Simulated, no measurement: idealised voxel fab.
Title: Process Module voxel wiring stack
Section cut is 210 nm wide and gridded with 5 nm square cells.
Cross-section, as written here: a square-cell grid given band by band from the top down, where a band holds one or more rows of cells.
Per band: top height and bottom height in nm, followed by the left-to-right materials and their widths in nm; "full width" marks a single material spanning edge to edge, "blank" marks empty space.
Counting heights begins at 0, where everything beneath is, in the wafer as received, one material. The lowest band has no bottom; it goes on downwards, as "0 and below" shows.
So if you see something like "30 to 40" for the width, read it as the top row of the band sitting at the first number and the bottom row at the second, with every row in between moving by the same amount as the last.
No cell of the cross-section changed in a step that is given as "nothing different".
The entry "Sealed voids" lists the empty spaces that cover at least 8 cells and have no open path to the top. Each is written as width x height at distance, where the distance is measured from the left edge and all three values are in nm.
What comes after the settings on a step's line is commentary from the simulator itself on that step.
overlay nm, on a step with a mask: how far to the right of its planned place the mask lay; to the left if negative
### So here's the lineup of process steps we planned
step 1: RECEIVE (material Si)
step 2: CONFORMAL_DEP (material SiO2; thk nm 15)
step 3: DIRECTIONAL_DEP (material TiN; thk nm 5)
step 4: DIRECTIONAL_DEP (material Ru; thk nm 25)
step 5: DIRECTIONAL_DEP (material aC; thk nm 15)
step 6: PATTERN (tone cover; mask id METAL_1; material resist; width nm 30; pitch nm 55; thk nm 35; overlay nm 0)
step 7: DIRECTIONAL_ETCH (etch materials aC; depth nm 15)
step 8: STRIP (etch materials resist)
step 9: DIRECTIONAL_ETCH (etch materials Ru; depth nm 25)
step 10: DIRECTIONAL_ETCH (etch materials TiN; depth nm 5)
step 11: STRIP (etch materials aC)
step 12: CONFORMAL_DEP (material SiN; thk nm 5)
step 13: FILL_DEP (material SiO2; thk nm 5)
step 14: CMP (height nm 45)
step 15: CONFORMAL_DEP (material SiCN; thk nm 5)
step 16: DIRECTIONAL_DEP (material SiO2; thk nm 35)
step 17: MASKED_ETCH (tone open; mask id METAL_2_HOLES; width nm 15; pitch nm 55; etch materials SiO2; depth nm 35; overlay nm 0)
step 18: MASKED_ETCH (tone open; mask id METAL_2; width nm 30; pitch nm 55; etch materials SiO2; depth nm 20; overlay nm 0)
step 19: MASKED_ETCH (tone open; mask id METAL_2; width nm 30; pitch nm 55; etch materials SiCN; depth nm 5; overlay nm 0)
step 20: CONFORMAL_DEP (material TiN; thk nm 5)
step 21: FILL_DEP (material Ru; thk nm 5)
step 22: CMP (height nm 85)
step 23: CONFORMAL_DEP (material SiCN; thk nm 5)
step 24: DIRECTIONAL_DEP (material lowk; thk nm 15)
step 25: PATTERN (tone open; mask id PLUG_2; material resist; width nm 15; thk nm 20; overlay nm 0)
step 26: DIRECTIONAL_ETCH (etch materials lowk; depth nm 15)
step 27: DIRECTIONAL_ETCH (etch materials SiCN; depth nm 5)
step 28: STRIP (etch materials resist)
step 29: EPI (material Ru; thk nm 10)
step 30: EPI (material Ru; thk nm 10)
step 31: DIRECTIONAL_DEP (material TiN; thk nm 5)
step 32: DIRECTIONAL_DEP (material Ru; thk nm 15)
step 33: MASKED_ETCH (tone cover; mask id METAL_3; width nm 30; pitch nm 55; etch materials Ru; depth nm 15; overlay nm 0)
step 34: MASKED_ETCH (tone cover; mask id METAL_3; width nm 30; pitch nm 55; etch materials TiN; depth nm 5; overlay nm 0)
step 35: CONFORMAL_DEP (material SiN; thk nm 5)
step 36: FILL_DEP (material SiO2; thk nm 10)
step 37: CMP (height nm 125)
step 38: CONFORMAL_DEP (material SiN; thk nm 5)
### First of two wafers - as planned
### As received (post step 1): cross-section
- 0 and below: Si full width
- Sealed voids: none
### Cross-sectional representation of the wafer at the conclusion of step 2
- 15 down to 0: SiO2 full width
- Everything under 0 stays put, no change at all.
### Cross-sectional representation of the wafer at the conclusion of step 3
- 20 down to 15: TiN full width
- Everything under 15 stays put, no change at all.
### Cross-sectional representation of the wafer at the conclusion of step 4
- 45 down to 20: Ru full width
- Everything under 20 stays put, no change at all.
### Cross-sectional representation of the wafer at the conclusion of step 5
- 60 down to 45: aC full width
- Everything under 45 stays put, no change at all.
### Cross-sectional representation of the wafer at the conclusion of step 6
- 95 down to 60: 60 of blank | 30 of resist | 25 of blank | 30 of resist | 65 of blank
- Everything under 60 stays put, no change at all.
### Cross-sectional representation of the wafer at the conclusion of step 7
- 80 down to 60: 60 of blank | 30 of resist | 25 of blank | 30 of resist | 65 of blank
- 60 down to 45: 60 of blank | 30 of aC | 25 of blank | 30 of aC | 65 of blank
- Everything under 45 stays put, no change at all.
### Cross-sectional representation of the wafer at the conclusion of step 8
- 60 down to 45: 60 of blank | 30 of aC | 25 of blank | 30 of aC | 65 of blank
- Everything under 45 stays put, no change at all.
### Cross-sectional representation of the wafer at the conclusion of step 9
- 60 down to 45: 60 of blank | 30 of aC | 25 of blank | 30 of aC | 65 of blank
- 45 down to 20: 60 of blank | 30 of Ru | 25 of blank | 30 of Ru | 65 of blank
- Everything under 20 stays put, no change at all.
### Cross-sectional representation of the wafer at the conclusion of step 10
- 60 down to 45: 60 of blank | 30 of aC | 25 of blank | 30 of aC | 65 of blank
- 45 down to 20: 60 of blank | 30 of Ru | 25 of blank | 30 of Ru | 65 of blank
- 20 down to 15: 60 of blank | 30 of TiN | 25 of blank | 30 of TiN | 65 of blank
- Everything under 15 stays put, no change at all.
### Cross-sectional representation of the wafer at the conclusion of step 11
- 45 down to 20: 60 of blank | 30 of Ru | 25 of blank | 30 of Ru | 65 of blank
- Everything under 20 stays put, no change at all.
### Cross-sectional representation of the wafer at the conclusion of step 12
- 50 down to 45: 55 of blank | 40 of SiN | 15 of blank | 40 of SiN | 60 of blank
- 45 down to 20: 55 of blank | 5 of SiN | 30 of Ru | 5 of SiN | 15 of blank | 5 of SiN | 30 of Ru | 5 of SiN | 60 of blank
- 20 down to 15: 60 of SiN | 30 of TiN | 25 of SiN | 30 of TiN | 65 of SiN
- Everything under 15 stays put, no change at all.
### Cross-sectional representation of the wafer at the conclusion of step 13
- 55 down to 50: SiO2 full width
- 50 down to 45: 55 of SiO2 | 40 of SiN | 15 of SiO2 | 40 of SiN | 60 of SiO2
- 45 down to 20: 55 of SiO2 | 5 of SiN | 30 of Ru | 5 of SiN | 15 of SiO2 | 5 of SiN | 30 of Ru | 5 of SiN | 60 of SiO2
- Everything under 20 stays put, no change at all.
### Cross-sectional representation of the wafer at the conclusion of step 14
- 45 down to 20: 55 of SiO2 | 5 of SiN | 30 of Ru | 5 of SiN | 15 of SiO2 | 5 of SiN | 30 of Ru | 5 of SiN | 60 of SiO2
- Everything under 20 stays put, no change at all.
### Cross-sectional representation of the wafer at the conclusion of step 15
- 50 down to 45: SiCN full width
- Everything under 45 stays put, no change at all.
### Cross-sectional representation of the wafer at the conclusion of step 16
- 85 down to 50: SiO2 full width
- Everything under 50 stays put, no change at all.
### Cross-sectional representation of the wafer at the conclusion of step 17
- 85 down to 50: 60 of SiO2 | 15 of blank | 40 of SiO2 | 15 of blank | 80 of SiO2
- Everything under 50 stays put, no change at all.
### Cross-sectional representation of the wafer at the conclusion of step 18
- 85 down to 65: 60 of SiO2 | 30 of blank | 25 of SiO2 | 30 of blank | 65 of SiO2
- Everything under 65 stays put, no change at all.
### Cross-sectional representation of the wafer at the conclusion of step 19
- 85 down to 65: 60 of SiO2 | 30 of blank | 25 of SiO2 | 30 of blank | 65 of SiO2
- 65 down to 50: 60 of SiO2 | 15 of blank | 40 of SiO2 | 15 of blank | 80 of SiO2
- 50 down to 45: 60 of SiCN | 15 of blank | 40 of SiCN | 15 of blank | 80 of SiCN
- Everything under 45 stays put, no change at all.
### Cross-sectional representation of the wafer at the conclusion of step 20
- 90 down to 85: 65 of TiN | 20 of blank | 35 of TiN | 20 of blank | 70 of TiN
- 85 down to 70: 60 of SiO2 | 5 of TiN | 20 of blank | 5 of TiN | 25 of SiO2 | 5 of TiN | 20 of blank | 5 of TiN | 65 of SiO2
- 70 down to 65: 60 of SiO2 | 5 of TiN | 5 of blank | 20 of TiN | 25 of SiO2 | 5 of TiN | 5 of blank | 20 of TiN | 65 of SiO2
- 65 down to 50: 60 of SiO2 | 5 of TiN | 5 of blank | 5 of TiN | 40 of SiO2 | 5 of TiN | 5 of blank | 5 of TiN | 80 of SiO2
- 50 down to 45: 60 of SiCN | 15 of TiN | 40 of SiCN | 15 of TiN | 80 of SiCN
- Everything under 45 stays put, no change at all.
### Cross-sectional representation of the wafer at the conclusion of step 21
- 95 down to 90: Ru full width
- 90 down to 85: 65 of TiN | 20 of Ru | 35 of TiN | 20 of Ru | 70 of TiN
- 85 down to 70: 60 of SiO2 | 5 of TiN | 20 of Ru | 5 of TiN | 25 of SiO2 | 5 of TiN | 20 of Ru | 5 of TiN | 65 of SiO2
- 70 down to 65: 60 of SiO2 | 5 of TiN | 5 of Ru | 20 of TiN | 25 of SiO2 | 5 of TiN | 5 of Ru | 20 of TiN | 65 of SiO2
- 65 down to 50: 60 of SiO2 | 5 of TiN | 5 of Ru | 5 of TiN | 40 of SiO2 | 5 of TiN | 5 of Ru | 5 of TiN | 80 of SiO2
- Everything under 50 stays put, no change at all.
### Cross-sectional representation of the wafer at the conclusion of step 22
- 85 down to 70: 60 of SiO2 | 5 of TiN | 20 of Ru | 5 of TiN | 25 of SiO2 | 5 of TiN | 20 of Ru | 5 of TiN | 65 of SiO2
- Everything under 70 stays put, no change at all.
### Cross-sectional representation of the wafer at the conclusion of step 23
- 90 down to 85: SiCN full width
- Everything under 85 stays put, no change at all.
### Cross-sectional representation of the wafer at the conclusion of step 24
- 105 down to 90: lowk full width
- Everything under 90 stays put, no change at all.
### Cross-sectional representation of the wafer at the conclusion of step 25
- 125 down to 105: 60 of resist | 15 of blank | 135 of resist
- Everything under 105 stays put, no change at all.
### Cross-sectional representation of the wafer at the conclusion of step 26
- 125 down to 105: 60 of resist | 15 of blank | 135 of resist
- 105 down to 90: 60 of lowk | 15 of blank | 135 of lowk
- Everything under 90 stays put, no change at all.
### Cross-sectional representation of the wafer at the conclusion of step 27
- 125 down to 105: 60 of resist | 15 of blank | 135 of resist
- 105 down to 90: 60 of lowk | 15 of blank | 135 of lowk
- 90 down to 85: 60 of SiCN | 15 of blank | 135 of SiCN
- Everything under 85 stays put, no change at all.
### Cross-sectional representation of the wafer at the conclusion of step 28
- 105 down to 90: 60 of lowk | 15 of blank | 135 of lowk
- Everything under 90 stays put, no change at all.
### Cross-sectional representation of the wafer at the conclusion of step 29
- 105 down to 95: 60 of lowk | 15 of blank | 135 of lowk
- 95 down to 90: 60 of lowk | 15 of Ru | 135 of lowk
- 90 down to 85: 60 of SiCN | 15 of Ru | 135 of SiCN
- Everything under 85 stays put, no change at all.
### Cross-sectional representation of the wafer at the conclusion of step 30
- 105 down to 90: 60 of lowk | 15 of Ru | 135 of lowk
- Everything under 90 stays put, no change at all.
### Cross-sectional representation of the wafer at the conclusion of step 31
- 110 down to 105: TiN full width
- Everything under 105 stays put, no change at all.
### Cross-sectional representation of the wafer at the conclusion of step 32
- 125 down to 110: Ru full width
- Everything under 110 stays put, no change at all.
### Cross-sectional representation of the wafer at the conclusion of step 33
- 125 down to 110: 60 of blank | 30 of Ru | 25 of blank | 30 of Ru | 65 of blank
- Everything under 110 stays put, no change at all.
### Cross-sectional representation of the wafer at the conclusion of step 34
- 125 down to 110: 60 of blank | 30 of Ru | 25 of blank | 30 of Ru | 65 of blank
- 110 down to 105: 60 of blank | 30 of TiN | 25 of blank | 30 of TiN | 65 of blank
- Everything under 105 stays put, no change at all.
### Cross-sectional representation of the wafer at the conclusion of step 35
- 130 down to 125: 55 of blank | 40 of SiN | 15 of blank | 40 of SiN | 60 of blank
- 125 down to 110: 55 of blank | 5 of SiN | 30 of Ru | 5 of SiN | 15 of blank | 5 of SiN | 30 of Ru | 5 of SiN | 60 of blank
- 110 down to 105: 60 of SiN | 30 of TiN | 25 of SiN | 30 of TiN | 65 of SiN
- Everything under 105 stays put, no change at all.
### Cross-sectional representation of the wafer at the conclusion of step 36
- 140 down to 130: SiO2 full width
- 130 down to 125: 55 of SiO2 | 40 of SiN | 15 of SiO2 | 40 of SiN | 60 of SiO2
- 125 down to 110: 55 of SiO2 | 5 of SiN | 30 of Ru | 5 of SiN | 15 of SiO2 | 5 of SiN | 30 of Ru | 5 of SiN | 60 of SiO2
- Everything under 110 stays put, no change at all.
### Cross-sectional representation of the wafer at the conclusion of step 37
- 125 down to 110: 55 of SiO2 | 5 of SiN | 30 of Ru | 5 of SiN | 15 of SiO2 | 5 of SiN | 30 of Ru | 5 of SiN | 60 of SiO2
- Everything under 110 stays put, no change at all.
### Cross-sectional representation of the wafer at the conclusion of step 38
- 130 down to 125: SiN full width
- Everything under 125 stays put, no change at all.
### The second wafer was prepared from the same starting point and under the same plan as the first; its processing contained one mistake, and it remains indistinguishable from the first wafer up to and including step 14
### Second wafer shown in cross-section at the time step 15 was slated to end
- 80 down to 45: SiO2 full width
- Everything under 45 stays put, no change at all.
### Second wafer shown in cross-section at the time step 16 was slated to end
- 85 down to 80: SiCN full width
- Everything under 80 stays put, no change at all.
Second wafer shown in cross-section at the time step 17 was slated to end: nothing different
Second wafer shown in cross-section at the time step 18 was slated to end: nothing different
### Second wafer shown in cross-section at the time step 19 was slated to end
- 85 down to 80: 60 of SiCN | 30 of blank | 25 of SiCN | 30 of blank | 65 of SiCN
- Everything under 80 stays put, no change at all.
### Second wafer shown in cross-section at the time step 20 was slated to end
- 90 down to 85: 65 of TiN | 20 of blank | 35 of TiN | 20 of blank | 70 of TiN
- 85 down to 80: 60 of SiCN | 30 of TiN | 25 of SiCN | 30 of TiN | 65 of SiCN
- Everything under 80 stays put, no change at all.
### Second wafer shown in cross-section at the time step 21 was slated to end
- 95 down to 90: Ru full width
- 90 down to 85: 65 of TiN | 20 of Ru | 35 of TiN | 20 of Ru | 70 of TiN
- Everything under 85 stays put, no change at all.
### Second wafer shown in cross-section at the time step 22 was slated to end
- 85 down to 80: 60 of SiCN | 30 of TiN | 25 of SiCN | 30 of TiN | 65 of SiCN
- Everything under 80 stays put, no change at all.
### Second wafer shown in cross-section at the time step 23 was slated to end
- 90 down to 85: SiCN full width
- Everything under 85 stays put, no change at all.
### Second wafer shown in cross-section at the time step 24 was slated to end
- 105 down to 90: lowk full width
- Everything under 90 stays put, no change at all.
### Second wafer shown in cross-section at the time step 25 was slated to end
- 125 down to 105: 60 of resist | 15 of blank | 135 of resist
- Everything under 105 stays put, no change at all.
### Second wafer shown in cross-section at the time step 26 was slated to end
- 125 down to 105: 60 of resist | 15 of blank | 135 of resist
- 105 down to 90: 60 of lowk | 15 of blank | 135 of lowk
- Everything under 90 stays put, no change at all.
### Second wafer shown in cross-section at the time step 27 was slated to end
- 125 down to 105: 60 of resist | 15 of blank | 135 of resist
- 105 down to 90: 60 of lowk | 15 of blank | 135 of lowk
- 90 down to 85: 60 of SiCN | 15 of blank | 135 of SiCN
- Everything under 85 stays put, no change at all.
### Second wafer shown in cross-section at the time step 28 was slated to end
- 105 down to 90: 60 of lowk | 15 of blank | 135 of lowk
- Everything under 90 stays put, no change at all.
### Second wafer shown in cross-section at the time step 29 was slated to end
- 105 down to 95: 60 of lowk | 15 of blank | 135 of lowk
- 95 down to 90: 60 of lowk | 15 of Ru | 135 of lowk
- 90 down to 85: 60 of SiCN | 15 of Ru | 135 of SiCN
- Everything under 85 stays put, no change at all.
### Second wafer shown in cross-section at the time step 30 was slated to end
- 105 down to 90: 60 of lowk | 15 of Ru | 135 of lowk
- Everything under 90 stays put, no change at all.
### Second wafer shown in cross-section at the time step 31 was slated to end
- 110 down to 105: TiN full width
- Everything under 105 stays put, no change at all.
### Second wafer shown in cross-section at the time step 32 was slated to end
- 125 down to 110: Ru full width
- Everything under 110 stays put, no change at all.
### Second wafer shown in cross-section at the time step 33 was slated to end
- 125 down to 110: 60 of blank | 30 of Ru | 25 of blank | 30 of Ru | 65 of blank
- Everything under 110 stays put, no change at all.
### Second wafer shown in cross-section at the time step 34 was slated to end
- 125 down to 110: 60 of blank | 30 of Ru | 25 of blank | 30 of Ru | 65 of blank
- 110 down to 105: 60 of blank | 30 of TiN | 25 of blank | 30 of TiN | 65 of blank
- Everything under 105 stays put, no change at all.
### Second wafer shown in cross-section at the time step 35 was slated to end
- 130 down to 125: 55 of blank | 40 of SiN | 15 of blank | 40 of SiN | 60 of blank
- 125 down to 110: 55 of blank | 5 of SiN | 30 of Ru | 5 of SiN | 15 of blank | 5 of SiN | 30 of Ru | 5 of SiN | 60 of blank
- 110 down to 105: 60 of SiN | 30 of TiN | 25 of SiN | 30 of TiN | 65 of SiN
- Everything under 105 stays put, no change at all.
### Second wafer shown in cross-section at the time step 36 was slated to end
- 140 down to 130: SiO2 full width
- 130 down to 125: 55 of SiO2 | 40 of SiN | 15 of SiO2 | 40 of SiN | 60 of SiO2
- 125 down to 110: 55 of SiO2 | 5 of SiN | 30 of Ru | 5 of SiN | 15 of SiO2 | 5 of SiN | 30 of Ru | 5 of SiN | 60 of SiO2
- Everything under 110 stays put, no change at all.
### Second wafer shown in cross-section at the time step 37 was slated to end
- 125 down to 110: 55 of SiO2 | 5 of SiN | 30 of Ru | 5 of SiN | 15 of SiO2 | 5 of SiN | 30 of Ru | 5 of SiN | 60 of SiO2
- Everything under 110 stays put, no change at all.
### Second wafer shown in cross-section at the time step 38 was slated to end
- 130 down to 125: SiN full width
- Everything under 125 stays put, no change at all.
Want to know what went wrong? a sequencing error occurred in which plan steps 15 and 16 were transposed
In the final state, the cell counts of the second wafer exceed or fall short of those of the first for the following materials: Ru -32, SiCN -6, SiO2 +66, TiN -28
